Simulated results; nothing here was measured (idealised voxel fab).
process module | voxel lift off
cross-section cut | 295 nm wide | cells 5 nm
A cross-section is a grid of square cells, given in bands from the top down. A band is one or more rows of cells.
Each band's line starts with the height of the band's top and of its bottom, in nm. Then come its materials from left to right, each with its width in nm. One material with "throughout" fills the band from edge to edge. "air" is empty space.
Height 0 is the level under which the wafer as received is all one material. The lowest band goes on downwards, as in "0 down".
A width such as "30 to 40" changes by the same amount from each row of cells to the next, from the band's top row to its bottom row.
"no change" after a step means that no cell of the cross-section changed.
closed voids: empty space of 8 cells or more with no open way to the top, each as width x height at its distance from the left edge, in nm
after a step's settings: what the simulator itself notes on the step
overlay nm, on a step with a mask: how far to the right of its planned place the mask lay; to the left if negative
plan
1 op RECEIVE | material Si
2 op CONFORMAL_DEP | material SiN | thk nm 10
3 op PATTERN | tone open | mask id LINES | material resist | width nm 20 | pitch nm 40 | thk nm 25 | overlay nm 0
4 op DIRECTIONAL_DEP | material Ru | thk nm 15
5 op STRIP | etch materials resist
6 op CONFORMAL_DEP | material SiN | thk nm 10
first wafer, as planned
as received, after step 1
  0 down: Si throughout
  closed voids: none
after step 2
  10 to 0: SiN throughout
  below 0: unchanged
after step 3
  35 to 10: resist 115 | air 20 | resist 20 | air 20 | resist 120
  below 10: unchanged
after step 4
  50 to 35: Ru 115 | air 20 | Ru 20 | air 20 | Ru 120
  35 to 25: resist 115 | air 20 | resist 20 | air 20 | resist 120
  25 to 10: resist 115 | Ru 20 | resist 20 | Ru 20 | resist 120
  below 10: unchanged
after step 5
  25 to 10: air 115 | Ru 20 | air 20 | Ru 20 | air 120
  below 10: unchanged
after step 6
  35 to 25: air 105 | SiN 80 | air 110
  25 to 20: air 105 | SiN 10 | Ru 20 | SiN 20 | Ru 20 | SiN 10 | air 110
  20 to 10: SiN 115 | Ru 20 | SiN 20 | Ru 20 | SiN 120
  below 10: unchanged
second wafer: like start, like plan, one mistake. Through step 4 it matches the first wafer
when step 5 should have ended
  25 to 10: air 115 | Ru 20 | air 20 | Ru 20 | air 120
  below 10: unchanged
when step 6 should have ended
  35 to 25: air 105 | SiN 80 | air 110
  25 to 20: air 105 | SiN 10 | Ru 20 | SiN 20 | Ru 20 | SiN 10 | air 110
  20 to 10: SiN 115 | Ru 20 | SiN 20 | Ru 20 | SiN 120
  below 10: unchanged
what went wrong: step 5 was run twice
at the end the two cross-sections are the same: no effect in what this model computes
